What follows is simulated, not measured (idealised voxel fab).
process module | voxel wiring stack
cross-section cut | 260 nm wide | cells 5 nm
A cross-section is a grid of square cells, given in bands from the top down. A band is one or more rows of cells.
Each band's line starts with the height of the band's top and of its bottom, in nm. Then come its materials from left to right, each with its width in nm. One material with "throughout" fills the band from edge to edge. "air" is empty space.
Height 0 is the level under which the wafer as received is all one material. The lowest band goes on downwards, as in "0 down".
A width such as "30 to 40" changes by the same amount from each row of cells to the next, from the band's top row to its bottom row.
"no change" after a step means that no cell of the cross-section changed.
closed voids: empty space of 8 cells or more with no open way to the top, each as width x height at its distance from the left edge, in nm
after a step's settings: what the simulator itself notes on the step
overlay nm, on a step with a mask: how far to the right of its planned place the mask lay; to the left if negative
plan
1 op RECEIVE | material Si
2 op CONFORMAL_DEP | material SiO2 | thk nm 10
3 op DIRECTIONAL_DEP | material TiN | thk nm 5
4 op DIRECTIONAL_DEP | material W | thk nm 25
5 op MASKED_ETCH | tone cover | mask id METAL_1 | width nm 20 | pitch nm 50 | etch materials W | depth nm 25 | overlay nm 0
6 op MASKED_ETCH | tone cover | mask id METAL_1 | width nm 20 | pitch nm 50 | etch materials TiN | depth nm 5 | overlay nm 0
7 op CONFORMAL_DEP | material SiN | thk nm 5
8 op FILL_DEP | material lowk | thk nm 10
9 op CMP | height nm 40
10 op CONFORMAL_DEP | material SiCN | thk nm 5
11 op DIRECTIONAL_DEP | material lowk | thk nm 15
12 op MASKED_ETCH | tone open | mask id PLUG_1 | width nm 15 | pitch nm 100 | etch materials lowk | depth nm 15 | overlay nm 0
13 op MASKED_ETCH | tone open | mask id PLUG_1 | width nm 15 | pitch nm 100 | etch materials SiCN | depth nm 5 | overlay nm 0
14 op CONFORMAL_DEP | material TiN | thk nm 5
15 op FILL_DEP | material Cu | thk nm 5
16 op CMP | height nm 60
17 op CONFORMAL_DEP | material SiCN | thk nm 5
18 op DIRECTIONAL_DEP | material SiO2 | thk nm 25
19 op DIRECTIONAL_DEP | material aC | thk nm 15
20 op PATTERN | tone open | mask id METAL_2 | material resist | width nm 20 | pitch nm 50 | thk nm 30 | overlay nm 0
21 op DIRECTIONAL_ETCH | etch materials aC | depth nm 15
22 op STRIP | etch materials resist
23 op DIRECTIONAL_ETCH | etch materials SiO2 | depth nm 25
24 op DIRECTIONAL_ETCH | etch materials SiCN | depth nm 5
25 op STRIP | etch materials aC
26 op CONFORMAL_DEP | material TiN | thk nm 5
27 op FILL_DEP | material Ru | thk nm 10
28 op CMP | height nm 90
29 op CONFORMAL_DEP | material SiCN | thk nm 5
30 op DIRECTIONAL_DEP | material SiO2 | thk nm 20
31 op MASKED_ETCH | tone open | mask id PLUG_2 | width nm 15 | pitch nm 50 | etch materials SiO2 | depth nm 20 | overlay nm 0
32 op MASKED_ETCH | tone open | mask id PLUG_2 | width nm 15 | pitch nm 50 | etch materials SiCN | depth nm 5 | overlay nm 0
33 op CONFORMAL_DEP | material TiN | thk nm 5
34 op FILL_DEP | material W | thk nm 5
35 op CMP | height nm 115
36 op CONFORMAL_DEP | material SiCN | thk nm 5
37 op DIRECTIONAL_DEP | material SiO2 | thk nm 20
38 op PATTERN | tone open | mask id METAL_3 | material resist | width nm 20 | pitch nm 50 | thk nm 15 | overlay nm 0
39 op DIRECTIONAL_ETCH | etch materials SiO2 | depth nm 20
40 op DIRECTIONAL_ETCH | etch materials SiCN | depth nm 5
41 op STRIP | etch materials resist
42 op CONFORMAL_DEP | material TiN | thk nm 5
43 op FILL_DEP | material Ru | thk nm 5
44 op CMP | height nm 140
45 op EPI | material Ru | thk nm 5
46 op FILL_DEP | material SiCN | thk nm 5
as received, after step 1
  0 down: Si throughout
  closed voids: none
first wafer at the end, as planned
  150 to 145: SiCN throughout
  145 to 140: SiCN 65 | Ru 30 | SiCN 20 | Ru 30 | SiCN 20 | Ru 30 | SiCN 65
  140 to 120: SiO2 70 | TiN 5 | Ru 10 | TiN 5 | SiO2 30 | TiN 5 | Ru 10 | TiN 5 | SiO2 30 | TiN 5 | Ru 10 | TiN 5 | SiO2 70
  120 to 115: SiCN 70 | TiN 20 | SiCN 30 | TiN 20 | SiCN 30 | TiN 20 | SiCN 70
  115 to 95: SiO2 70 | TiN 5 | W 5 | TiN 5 | SiO2 35 | TiN 5 | W 5 | TiN 5 | SiO2 35 | TiN 5 | W 5 | TiN 5 | SiO2 75
  95 to 90: SiCN 70 | TiN 15 | SiCN 35 | TiN 15 | SiCN 35 | TiN 15 | SiCN 75
  90 to 65: SiO2 70 | TiN 5 | Ru 10 | TiN 5 | SiO2 30 | TiN 5 | Ru 10 | TiN 5 | SiO2 30 | TiN 5 | Ru 10 | TiN 5 | SiO2 70
  65 to 60: SiCN 70 | TiN 20 | SiCN 30 | TiN 20 | SiCN 30 | TiN 20 | SiCN 70
  60 to 45: lowk 70 | TiN 5 | Cu 5 | TiN 5 | lowk 85 | TiN 5 | Cu 5 | TiN 5 | lowk 75
  45 to 40: SiCN 70 | TiN 15 | SiCN 85 | TiN 15 | SiCN 75
  40 to 15: lowk 65 | SiN 5 | W 20 | SiN 5 | lowk 20 | SiN 5 | W 20 | SiN 5 | lowk 20 | SiN 5 | W 20 | SiN 5 | lowk 65
  15 to 10: SiN 70 | TiN 20 | SiN 30 | TiN 20 | SiN 30 | TiN 20 | SiN 70
  10 to 0: SiO2 throughout
  0 down: Si throughout
  closed voids: none
second wafer at the end: like start, like plan, one mistake
  150 to 145: SiCN throughout
  145 to 140: SiCN 65 | Ru 30 | SiCN 20 | Ru 30 | SiCN 20 | Ru 30 | SiCN 65
  140 to 120: SiO2 70 | TiN 5 | Ru 10 | TiN 5 | SiO2 30 | TiN 5 | Ru 10 | TiN 5 | SiO2 30 | TiN 5 | Ru 10 | TiN 5 | SiO2 70
  120 to 115: SiCN 70 | TiN 20 | SiCN 30 | TiN 20 | SiCN 30 | TiN 20 | SiCN 70
  115 to 95: SiO2 70 | TiN 5 | W 5 | TiN 5 | SiO2 35 | TiN 5 | W 5 | TiN 5 | SiO2 35 | TiN 5 | W 5 | TiN 5 | SiO2 75
  95 to 90: SiCN 70 | TiN 15 | SiCN 35 | TiN 15 | SiCN 35 | TiN 15 | SiCN 75
  90 to 65: SiO2 70 | TiN 5 | Ru 10 | TiN 5 | SiO2 30 | TiN 5 | Ru 10 | TiN 5 | SiO2 30 | TiN 5 | Ru 10 | TiN 5 | SiO2 70
  65 to 60: SiCN 70 | TiN 20 | SiCN 30 | TiN 20 | SiCN 30 | TiN 20 | SiCN 70
  60 to 45: lowk 70 | TiN 5 | Cu 5 | TiN 5 | lowk 85 | TiN 5 | Cu 5 | TiN 5 | lowk 75
  45 to 40: SiCN 70 | TiN 15 | SiCN 85 | TiN 15 | SiCN 75
  40 to 25: lowk 65 | SiN 5 | W 20 | SiN 5 | lowk 20 | SiN 5 | W 20 | SiN 5 | lowk 20 | SiN 5 | W 20 | SiN 5 | lowk 65
  25 to 20: SiN 70 | TiN 20 | SiN 30 | TiN 20 | SiN 30 | TiN 20 | SiN 70
  20 to 10: TiN throughout
  10 to 0: SiO2 throughout
  0 down: Si throughout
  closed voids: none
what went wrong: step 3 ran as: op DIRECTIONAL_DEP | material TiN | thk nm 15
at the end the second wafer has, in cells: 12 fewer of SiN | 104 more of TiN | 24 fewer of W | 68 fewer of lowk
